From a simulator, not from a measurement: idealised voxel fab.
The document below concerns the process module designated voxel gate over fins.
The figure presents cross-section cut, which has a width of 285 nm and is divided into square cells with an edge length of 5 nm.
The cross-sections in this document take the form of a grid made of square cells. They are written out as bands, in order from top to bottom. Each band consists of one or more rows of cells. Quick guide to a band line: top height, bottom height (nm) up front; then every material left to right with its width in nm. Only one material and it's marked "full width"? Then it fills the band edge to edge. And "air" just means empty space. For the purposes of this specification, 0 denotes the height below which the wafer in its as-received condition is composed wholly of one material, and the lowermost band, lacking a lower limit, extends downward without end, as expressed in "z 0 and below". Per-row width for "30->40": begins at first number (top row of band), ends at second number (bottom row), increment between rows held constant. Step marked "same as before"? Then no cell in the cross-section changed in it. "Cavities, closed" - sealed voids, min. 8 cells, no opening to top; format: width x height at distance (distance from left edge; nm throughout). Past the settings on a step's line: simulator remark, on that step. overlay nm: mask right of planned place by this much (step with mask). Neg. = left.

So here's the lineup of process steps we planned:
1,RECEIVE, material Si
2,CONFORMAL_DEP, material SiN, thk nm 5
3,DIRECTIONAL_DEP, material aC, thk nm 15
4,PATTERN, tone cover, mask id FINS, material resist, width nm 15, pitch nm 50, thk nm 30, overlay nm 0
5,DIRECTIONAL_ETCH, etch materials aC, depth nm 15
6,STRIP, etch materials resist
7,DIRECTIONAL_ETCH, etch materials SiN, depth nm 5
8,DIRECTIONAL_ETCH, etch materials Si, depth nm 40
9,STRIP, etch materials aC
10,FILL_DEP, material SiO2, thk nm 10
11,CMP, height nm 5
12,DIRECTIONAL_DEP, material aC, thk nm 15
13,PATTERN, tone open, mask id RAIL, material resist, width nm 15, thk nm 35, overlay nm 0
14,DIRECTIONAL_ETCH, etch materials aC, depth nm 15
15,STRIP, etch materials resist
16,DIRECTIONAL_ETCH, etch materials SiO2, depth nm 40
17,STRIP, etch materials aC
18,CONFORMAL_DEP, material TiN, thk nm 5
19,FILL_DEP, material W, thk nm 5
20,CMP, height nm 5
21,SELECTIVE_ETCH, etch materials W Ru TiN, depth nm 20
22,FILL_DEP, material SiO2, thk nm 5
23,CMP, height nm 5
24,SELECTIVE_ETCH, etch materials SiO2, depth nm 15
25,STRIP, etch materials SiN
26,CONFORMAL_DEP, material HfO2, thk nm 5
27,CONFORMAL_DEP, material TiN, thk nm 5
28,CONFORMAL_DEP, material TiAl, thk nm 5
29,CONFORMAL_DEP, material TiN, thk nm 5
30,FILL_DEP, material W, thk nm 10
31,CMP, height nm 25
32,CONFORMAL_DEP, material SiN, thk nm 10

Incoming wafer, cross-sectional view, post step 1:
* z 0 and below = Si full width
* Cavities, closed: none

Starting structure and process plan are as shown above, but one mistake was made in running the module; the wafer cross-section at the end of the module follows:
* z 35 to 25 = SiN full width
* z 25 to 15 = W full width
* z 15 to 10 = W 70 nm, then TiN 45 nm, then W 5 nm, then TiN 45 nm, then W 5 nm, then TiN 45 nm, then W 70 nm
* z 10 to 5 = W 70 nm, then TiN 5 nm, then TiAl 35 nm, then TiN 5 nm, then W 5 nm, then TiN 5 nm, then TiAl 35 nm, then TiN 5 nm, then W 5 nm, then TiN 5 nm, then TiAl 35 nm, then TiN 5 nm, then W 70 nm
* z 5 to 0 = TiN 75 nm, then TiAl 5 nm, then HfO2 25 nm, then TiAl 5 nm, then TiN 15 nm, then TiAl 5 nm, then HfO2 25 nm, then TiAl 5 nm, then TiN 15 nm, then TiAl 5 nm, then HfO2 25 nm, then TiAl 5 nm, then TiN 75 nm
* z 0 to -5 = TiAl 80 nm, then HfO2 5 nm, then Si 15 nm, then HfO2 5 nm, then TiAl 25 nm, then HfO2 5 nm, then Si 15 nm, then HfO2 5 nm, then TiAl 25 nm, then HfO2 5 nm, then Si 15 nm, then HfO2 5 nm, then TiAl 80 nm
* z -5 to -10 = HfO2 85 nm, then Si 15 nm, then HfO2 35 nm, then Si 15 nm, then HfO2 35 nm, then Si 15 nm, then HfO2 85 nm
* z -10 to -15 = SiO2 85 nm, then Si 15 nm, then SiO2 35 nm, then Si 15 nm, then SiO2 35 nm, then Si 15 nm, then SiO2 85 nm
* z -15 to -30 = SiO2 85 nm, then Si 15 nm, then SiO2 10 nm, then TiN 5 nm, then W 5 nm, then TiN 5 nm, then SiO2 10 nm, then Si 15 nm, then SiO2 35 nm, then Si 15 nm, then SiO2 85 nm
* z -30 to -35 = SiO2 85 nm, then Si 15 nm, then SiO2 10 nm, then TiN 15 nm, then SiO2 10 nm, then Si 15 nm, then SiO2 35 nm, then Si 15 nm, then SiO2 85 nm
* z -35 to -40 = SiO2 85 nm, then Si 15 nm, then SiO2 35 nm, then Si 15 nm, then SiO2 35 nm, then Si 15 nm, then SiO2 85 nm
* z -40 and below = Si full width
* Cavities, closed: none
What went wrong in running the wafer? step 27 of the plan: omitted, not performed
